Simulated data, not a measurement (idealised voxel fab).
Process module heading - voxel self aligned contacts
cross-section cut | 220 nm wide | cells 5 nm
Cross-section layout: square cells on a grid; listed as bands, top to bottom; a band spans one or more cell rows. Read a band's entry like this: the first values are the height of its top and the height of its bottom in nm, and what follows is the sequence of materials from left to right, each with its width in nm. Note that "empty" is empty space, and that a single material marked "full width" reaches across the band from edge to edge. Height reference: 0 = level under which incoming wafer is all one material. Lowest band: no bottom, runs on downward, e.g. "0 -> down". Think of "30 to 40" as a width that walks from the first number to the second as you go down the band, top row to bottom row, taking equal-sized steps from row to row. "nothing changed" after a step means that no cell of the cross-section changed. Entry "Trapped void list" = empty spaces >= 8 cells with no open way to the top; each as width x height at distance, distance from left edge, all nm. Formally, on a step line, whatever follows the settings is a remark that the simulator itself makes on the step. "overlay nm", when on a step's line for a step with a mask, measures how far to the right of its planned place the mask lay; a negative measure means to the left.
**The steps planned for the process are as follows**
1,RECEIVE | material Si
2,OXIDIZE | depth nm 5
3,DIRECTIONAL_DEP | material polySi | thk nm 25
4,DIRECTIONAL_DEP | material SiN | thk nm 20
5,PATTERN | tone cover | mask id GATE | material resist | width nm 25 | pitch nm 55 | thk nm 20 | overlay nm 0
6,DIRECTIONAL_ETCH | etch materials SiN | depth nm 20
7,DIRECTIONAL_ETCH | etch materials polySi | depth nm 25
8,STRIP | etch materials resist
9,CONFORMAL_DEP | material SiN | thk nm 5
10,DIRECTIONAL_ETCH | etch materials SiN | depth nm 5
11,FILL_DEP | material SiO2 | thk nm 15
12,CMP | height nm 50
13,PATTERN | tone open | mask id CONTACT | material resist | width nm 40 | thk nm 20 | overlay nm 0
14,DIRECTIONAL_ETCH | etch materials SiO2 | depth nm 55
15,STRIP | etch materials resist
16,CONFORMAL_DEP | material TiN | thk nm 5
17,FILL_DEP | material Ru | thk nm 10
18,CMP | height nm 50
19,CONFORMAL_DEP | material SiN | thk nm 5
**Delivered wafer in cross-section: state after step 1**
	0 -> down: Si full width
	Trapped void list: none
**End-of-module XS, first of two wafers, run as planned**
	55 -> 50: SiN full width
	50 -> 45: SiO2 90 nm | TiN 15 nm | Ru 10 nm | TiN 15 nm | SiO2 90 nm
	45 -> 25: SiO2 65 nm | SiN 35 nm | TiN 5 nm | Ru 10 nm | TiN 5 nm | SiN 35 nm | SiO2 65 nm
	25 -> 0: SiO2 65 nm | SiN 5 nm | polySi 25 nm | SiN 5 nm | TiN 5 nm | Ru 10 nm | TiN 5 nm | SiN 5 nm | polySi 25 nm | SiN 5 nm | SiO2 65 nm
	0 -> -5: SiO2 100 nm | TiN 20 nm | SiO2 100 nm
	-5 -> down: Si full width
	Trapped void list: none
**What the second wafer looks like in cross-section once the module is done. Its start and its plan matched the first wafer's exactly; what differed was one mistake in how it was run**
	55 -> 50: SiN full width
	50 -> 45: SiO2 65 nm | TiN 40 nm | Ru 10 nm | TiN 40 nm | SiO2 65 nm
	45 -> 25: SiO2 65 nm | TiN 5 nm | SiN 25 nm | TiN 10 nm | Ru 10 nm | TiN 10 nm | SiN 25 nm | TiN 5 nm | SiO2 65 nm
	25 -> 10: SiO2 65 nm | TiN 5 nm | polySi 25 nm | TiN 10 nm | Ru 10 nm | TiN 10 nm | polySi 25 nm | TiN 5 nm | SiO2 65 nm
	10 -> 5: SiO2 65 nm | TiN 5 nm | polySi 25 nm | TiN 30 nm | polySi 25 nm | TiN 5 nm | SiO2 65 nm
	5 -> 0: TiN 70 nm | polySi 25 nm | TiN 30 nm | polySi 25 nm | TiN 70 nm
	0 -> -5: SiO2 full width
	-5 -> down: Si full width
	Trapped void list: none
What was done differently from what was planned? step 9, actual vs plan mismatch, actual run CONFORMAL_DEP | material TiN | thk nm 5
Heads up, by the end the second wafer has more or fewer cells of some materials compared to the first: 4 fewer of Ru | 36 fewer of SiN | 32 fewer of SiO2 | 72 more of TiN
